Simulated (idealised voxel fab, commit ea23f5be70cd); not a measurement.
Process module, titled voxel trench capacitor
Shown is cross-section cut, with a width of 225 nm and square cells of size 5 nm.
Cross-section = grid of square cells, listed top down in bands; band = one or more rows. Top height, bottom height, nm. Materials left to right, width each, nm. Single material + "throughout" = fills band edge to edge. "empty" = empty. Convention: height 0 is the level below which the wafer, as received, is all one material. The lowest band does not terminate at the bottom but continues downward, represented as "z 0 and below". So if you see something like "30->40" for the width, read it as the top row of the band sitting at the first number and the bottom row at the second, with every row in between moving by the same amount as the last. "left unchanged" -> step changed no cross-section cell. "Trapped void list" - sealed voids, min. 8 cells, no opening to top; format: width x height at distance (distance from left edge; nm throughout). On a step's line, text after the settings is the simulator commenting on that step. The setting "overlay nm" may be written on the line of a step. When the step uses a mask, the value reports how far to the right of the planned place the mask lay, and a negative value reports that it lay to the left.
LIST OF PLANNED PROCESS STEPS
1 RECEIVE,material Si
2 CONFORMAL_DEP,material SiN,thk nm 5
3 PATTERN,tone open,mask id TRENCH,material resist,width nm 25,pitch nm 45,thk nm 15,overlay nm 0
4 DIRECTIONAL_ETCH,etch materials SiN,depth nm 5
5 DIRECTIONAL_ETCH,etch materials Si,depth nm 40
6 STRIP,etch materials resist
7 CONFORMAL_DEP,material Al2O3,thk nm 5
8 FILL_DEP,material polySi,thk nm 5
9 CMP,height nm 5
WHAT FOLLOWS COVERS THE FIRST OF TWO WAFERS; IT RAN AS PLANNED
AS RECEIVED (POST STEP 1): CROSS-SECTION
z 0 and below = Si throughout
Trapped void list: none
THE FOLLOWING CROSS-SECTION DEPICTS THE WAFER UPON COMPLETION OF STEP 2
z 5 to 0 = SiN throughout
No changes below 0.
THE FOLLOWING CROSS-SECTION DEPICTS THE WAFER UPON COMPLETION OF STEP 3
z 20 to 5 = resist: 30 / empty: 25 / resist: 20 / empty: 25 / resist: 20 / empty: 25 / resist: 20 / empty: 25 / resist: 35
No changes below 5.
THE FOLLOWING CROSS-SECTION DEPICTS THE WAFER UPON COMPLETION OF STEP 4
z 20 to 5 = resist: 30 / empty: 25 / resist: 20 / empty: 25 / resist: 20 / empty: 25 / resist: 20 / empty: 25 / resist: 35
z 5 to 0 = SiN: 30 / empty: 25 / SiN: 20 / empty: 25 / SiN: 20 / empty: 25 / SiN: 20 / empty: 25 / SiN: 35
No changes below 0.
THE FOLLOWING CROSS-SECTION DEPICTS THE WAFER UPON COMPLETION OF STEP 5
z 20 to 5 = resist: 30 / empty: 25 / resist: 20 / empty: 25 / resist: 20 / empty: 25 / resist: 20 / empty: 25 / resist: 35
z 5 to 0 = SiN: 30 / empty: 25 / SiN: 20 / empty: 25 / SiN: 20 / empty: 25 / SiN: 20 / empty: 25 / SiN: 35
z 0 to -40 = Si: 30 / empty: 25 / Si: 20 / empty: 25 / Si: 20 / empty: 25 / Si: 20 / empty: 25 / Si: 35
No changes below -40.
THE FOLLOWING CROSS-SECTION DEPICTS THE WAFER UPON COMPLETION OF STEP 6
z 5 to 0 = SiN: 30 / empty: 25 / SiN: 20 / empty: 25 / SiN: 20 / empty: 25 / SiN: 20 / empty: 25 / SiN: 35
No changes below 0.
THE FOLLOWING CROSS-SECTION DEPICTS THE WAFER UPON COMPLETION OF STEP 7
z 10 to 5 = Al2O3: 35 / empty: 15 / Al2O3: 30 / empty: 15 / Al2O3: 30 / empty: 15 / Al2O3: 30 / empty: 15 / Al2O3: 40
z 5 to 0 = SiN: 30 / Al2O3: 5 / empty: 15 / Al2O3: 5 / SiN: 20 / Al2O3: 5 / empty: 15 / Al2O3: 5 / SiN: 20 / Al2O3: 5 / empty: 15 / Al2O3: 5 / SiN: 20 / Al2O3: 5 / empty: 15 / Al2O3: 5 / SiN: 35
z 0 to -35 = Si: 30 / Al2O3: 5 / empty: 15 / Al2O3: 5 / Si: 20 / Al2O3: 5 / empty: 15 / Al2O3: 5 / Si: 20 / Al2O3: 5 / empty: 15 / Al2O3: 5 / Si: 20 / Al2O3: 5 / empty: 15 / Al2O3: 5 / Si: 35
z -35 to -40 = Si: 30 / Al2O3: 25 / Si: 20 / Al2O3: 25 / Si: 20 / Al2O3: 25 / Si: 20 / Al2O3: 25 / Si: 35
No changes below -40.
THE FOLLOWING CROSS-SECTION DEPICTS THE WAFER UPON COMPLETION OF STEP 8
z 15 to 10 = polySi throughout
z 10 to 5 = Al2O3: 35 / polySi: 15 / Al2O3: 30 / polySi: 15 / Al2O3: 30 / polySi: 15 / Al2O3: 30 / polySi: 15 / Al2O3: 40
z 5 to 0 = SiN: 30 / Al2O3: 5 / polySi: 15 / Al2O3: 5 / SiN: 20 / Al2O3: 5 / polySi: 15 / Al2O3: 5 / SiN: 20 / Al2O3: 5 / polySi: 15 / Al2O3: 5 / SiN: 20 / Al2O3: 5 / polySi: 15 / Al2O3: 5 / SiN: 35
z 0 to -35 = Si: 30 / Al2O3: 5 / polySi: 15 / Al2O3: 5 / Si: 20 / Al2O3: 5 / polySi: 15 / Al2O3: 5 / Si: 20 / Al2O3: 5 / polySi: 15 / Al2O3: 5 / Si: 20 / Al2O3: 5 / polySi: 15 / Al2O3: 5 / Si: 35
No changes below -35.
THE FOLLOWING CROSS-SECTION DEPICTS THE WAFER UPON COMPLETION OF STEP 9
z 5 to 0 = SiN: 30 / Al2O3: 5 / polySi: 15 / Al2O3: 5 / SiN: 20 / Al2O3: 5 / polySi: 15 / Al2O3: 5 / SiN: 20 / Al2O3: 5 / polySi: 15 / Al2O3: 5 / SiN: 20 / Al2O3: 5 / polySi: 15 / Al2O3: 5 / SiN: 35
No changes below 0.
OKAY, SECOND WAFER. NOTHING DIFFERENT AT THE START, NOTHING DIFFERENT IN THE PLAN, JUST ONE MISTAKE SOMEWHERE IN THE RUNNING. AS FAR AS STEP 6, COUNTING THAT STEP, IT'S THE FIRST WAFER ALL OVER AGAIN
WHAT THE SECOND WAFER LOOKS LIKE IN CROSS-SECTION WHEN STEP 7 SHOULD HAVE WRAPPED UP
z 10 to 0 = SiN: 35 / empty: 15 / SiN: 30 / empty: 15 / SiN: 30 / empty: 15 / SiN: 30 / empty: 15 / SiN: 40
z 0 to -35 = Si: 30 / SiN: 5 / empty: 15 / SiN: 5 / Si: 20 / SiN: 5 / empty: 15 / SiN: 5 / Si: 20 / SiN: 5 / empty: 15 / SiN: 5 / Si: 20 / SiN: 5 / empty: 15 / SiN: 5 / Si: 35
z -35 to -40 = Si: 30 / SiN: 25 / Si: 20 / SiN: 25 / Si: 20 / SiN: 25 / Si: 20 / SiN: 25 / Si: 35
No changes below -40.
WHAT THE SECOND WAFER LOOKS LIKE IN CROSS-SECTION WHEN STEP 8 SHOULD HAVE WRAPPED UP
z 15 to 10 = polySi throughout
z 10 to 0 = SiN: 35 / polySi: 15 / SiN: 30 / polySi: 15 / SiN: 30 / polySi: 15 / SiN: 30 / polySi: 15 / SiN: 40
z 0 to -35 = Si: 30 / SiN: 5 / polySi: 15 / SiN: 5 / Si: 20 / SiN: 5 / polySi: 15 / SiN: 5 / Si: 20 / SiN: 5 / polySi: 15 / SiN: 5 / Si: 20 / SiN: 5 / polySi: 15 / SiN: 5 / Si: 35
No changes below -35.
WHAT THE SECOND WAFER LOOKS LIKE IN CROSS-SECTION WHEN STEP 9 SHOULD HAVE WRAPPED UP
z 5 to 0 = SiN: 35 / polySi: 15 / SiN: 30 / polySi: 15 / SiN: 30 / polySi: 15 / SiN: 30 / polySi: 15 / SiN: 40
No changes below 0.
Where did the run depart from the plan? step 7 was run on a setting that differed from the plan, and what really ran there is CONFORMAL_DEP,material SiN,thk nm 5
Cell-count delta at end, second wafer over first, by material: -84 Al2O3, +84 SiN
